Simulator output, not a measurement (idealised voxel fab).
process module | voxel transistor to metal
cross-section cut | 300 nm wide | cells 5 nm
A cross-section is a grid of square cells, given in bands from the top down. A band is one or more rows of cells.
Each band's line starts with the height of the band's top and of its bottom, in nm. Then come its materials from left to right, each with its width in nm. One material with "throughout" fills the band from edge to edge. "air" is empty space.
Height 0 is the level under which the wafer as received is all one material. The lowest band goes on downwards, as in "0 down".
A width such as "30 to 40" changes by the same amount from each row of cells to the next, from the band's top row to its bottom row.
"no change" after a step means that no cell of the cross-section changed.
closed voids: empty space of 8 cells or more with no open way to the top, each as width x height at its distance from the left edge, in nm
after a step's settings: what the simulator itself notes on the step
overlay nm, on a step with a mask: how far to the right of its planned place the mask lay; to the left if negative
plan
1 op RECEIVE | material Si
2 op OXIDIZE | depth nm 5
3 op CONFORMAL_DEP | material SiN | thk nm 15
4 op PATTERN | tone cover | mask id ACTIVE | material resist | width nm 90 | pitch nm 110 | thk nm 20 | overlay nm 0
5 op DIRECTIONAL_ETCH | etch materials SiN | depth nm 15
6 op DIRECTIONAL_ETCH | etch materials SiO2 | depth nm 5
7 op DIRECTIONAL_ETCH | etch materials Si | depth nm 30
8 op STRIP | etch materials resist
9 op OXIDIZE | depth nm 5
10 op FILL_DEP | material SiO2 | thk nm 10
11 op CMP | height nm 15
12 op SELECTIVE_ETCH | etch materials SiO2 | depth nm 5
13 op STRIP | etch materials SiN
14 op SELECTIVE_ETCH | etch materials SiO2 | depth nm 5
15 op OXIDIZE | depth nm 5
16 op DIRECTIONAL_DEP | material polySi | thk nm 30
17 op DIRECTIONAL_DEP | material SiCN | thk nm 10
18 op MASKED_ETCH | tone cover | mask id GATE | width nm 20 | pitch nm 110 | etch materials SiCN | depth nm 20 | overlay nm 0
19 op MASKED_ETCH | tone cover | mask id GATE | width nm 20 | pitch nm 110 | etch materials polySi | depth nm 40 | overlay nm 0
20 op CONFORMAL_DEP | material SiO2 | thk nm 5
21 op DIRECTIONAL_ETCH | etch materials SiO2 | depth nm 5
22 op CONFORMAL_DEP | material SiN | thk nm 5
23 op DIRECTIONAL_ETCH | etch materials SiN | depth nm 5
24 op DIRECTIONAL_ETCH | etch materials SiO2 | depth nm 5
25 op DIRECTIONAL_ETCH | etch materials Si | depth nm 15
26 op EPI | material SiGe | thk nm 15
27 op FILL_DEP | material SiO2 | thk nm 5
28 op CMP | height nm 35
29 op DIRECTIONAL_DEP | material SiO2 | thk nm 10
30 op DIRECTIONAL_DEP | material aC | thk nm 15
31 op PATTERN | tone open | mask id CONTACT | material resist | width nm 15 | thk nm 35 | overlay nm 0
32 op DIRECTIONAL_ETCH | etch materials aC | depth nm 15
33 op STRIP | etch materials resist
34 op DIRECTIONAL_ETCH | etch materials SiO2 | depth nm 55
35 op STRIP | etch materials aC
36 op CONFORMAL_DEP | material TiN | thk nm 5
37 op FILL_DEP | material W | thk nm 5
38 op CMP | height nm 45
39 op DIRECTIONAL_DEP | material TiN | thk nm 5
40 op DIRECTIONAL_DEP | material Ru | thk nm 20
41 op PATTERN | tone cover | mask id METAL_1 | material resist | width nm 15 | thk nm 15 | overlay nm 0
42 op DIRECTIONAL_ETCH | etch materials Ru | depth nm 20
43 op DIRECTIONAL_ETCH | etch materials TiN | depth nm 5
44 op STRIP | etch materials resist
45 op CONFORMAL_DEP | material SiN | thk nm 5
46 op FILL_DEP | material SiO2 | thk nm 10
47 op CMP | height nm 70
48 op CONFORMAL_DEP | material SiCN | thk nm 5
as received, after step 1
  0 down: Si throughout
  closed voids: none
a wafer at the end: this start, this plan, one mistake
  75 to 70: SiCN throughout
  70 to 50: SiO2 50 | SiN 5 | Ru 15 | SiN 5 | SiO2 40 | SiN 5 | Ru 15 | SiN 5 | SiO2 20 | SiN 5 | Ru 15 | SiN 5 | SiO2 40 | SiN 5 | Ru 15 | SiN 5 | SiO2 50
  50 to 45: SiN 55 | TiN 15 | SiN 50 | TiN 15 | SiN 30 | TiN 15 | SiN 50 | TiN 15 | SiN 55
  45 to 35: SiO2 55 | TiN 5 | W 10 | TiN 5 | SiO2 45 | TiN 5 | W 10 | TiN 5 | SiO2 25 | TiN 5 | W 10 | TiN 5 | SiO2 45 | TiN 5 | W 10 | TiN 5 | SiO2 50
  35 to 25: SiO2 55 | TiN 5 | W 10 | TiN 5 | SiN 5 | SiO2 5 | SiCN 20 | SiO2 5 | SiN 5 | SiO2 5 | TiN 5 | W 10 | TiN 5 | SiO2 25 | TiN 5 | W 10 | TiN 5 | SiN 5 | SiO2 5 | SiCN 20 | SiO2 5 | SiN 5 | SiO2 5 | TiN 5 | W 10 | TiN 5 | SiO2 50
  25 to 10: SiO2 55 | TiN 5 | W 10 | TiN 5 | SiN 5 | SiO2 5 | polySi 20 | SiO2 5 | SiN 5 | SiO2 5 | TiN 5 | W 10 | TiN 5 | SiO2 25 | TiN 5 | W 10 | TiN 5 | SiN 5 | SiO2 5 | polySi 20 | SiO2 5 | SiN 5 | SiO2 5 | TiN 5 | W 10 | TiN 5 | SiO2 50
  10 to 5: SiO2 55 | TiN 20 | SiN 5 | SiO2 5 | polySi 20 | SiO2 5 | SiN 5 | SiO2 5 | TiN 20 | SiO2 25 | TiN 20 | SiN 5 | SiO2 5 | polySi 20 | SiO2 5 | SiN 5 | SiO2 5 | TiN 20 | SiO2 50
  5 to -5: SiO2 50 | SiN 5 | TiN 5 | SiGe 15 | SiN 5 | SiO2 5 | polySi 20 | SiO2 5 | SiN 5 | SiGe 15 | TiN 5 | SiN 5 | SiO2 20 | SiN 5 | TiN 5 | SiGe 15 | SiN 5 | SiO2 5 | polySi 20 | SiO2 5 | SiN 5 | SiGe 15 | TiN 5 | SiN 5 | SiO2 50
  -5 to -10: SiO2 55 | TiN 5 | SiGe 15 | SiO2 40 | SiGe 15 | TiN 5 | SiO2 30 | TiN 5 | SiGe 15 | SiO2 40 | SiGe 15 | TiN 5 | SiO2 55
  -10 to -25: SiO2 55 | SiGe 20 | Si 40 | SiGe 20 | SiO2 30 | SiGe 20 | Si 40 | SiGe 20 | SiO2 55
  -25 to -40: SiO2 55 | Si 80 | SiO2 30 | Si 80 | SiO2 55
  -40 down: Si throughout
  closed voids: none
what went wrong: step 31 ran as: op PATTERN | tone open | mask id CONTACT | material resist | width nm 20 | thk nm 35 | overlay nm 0
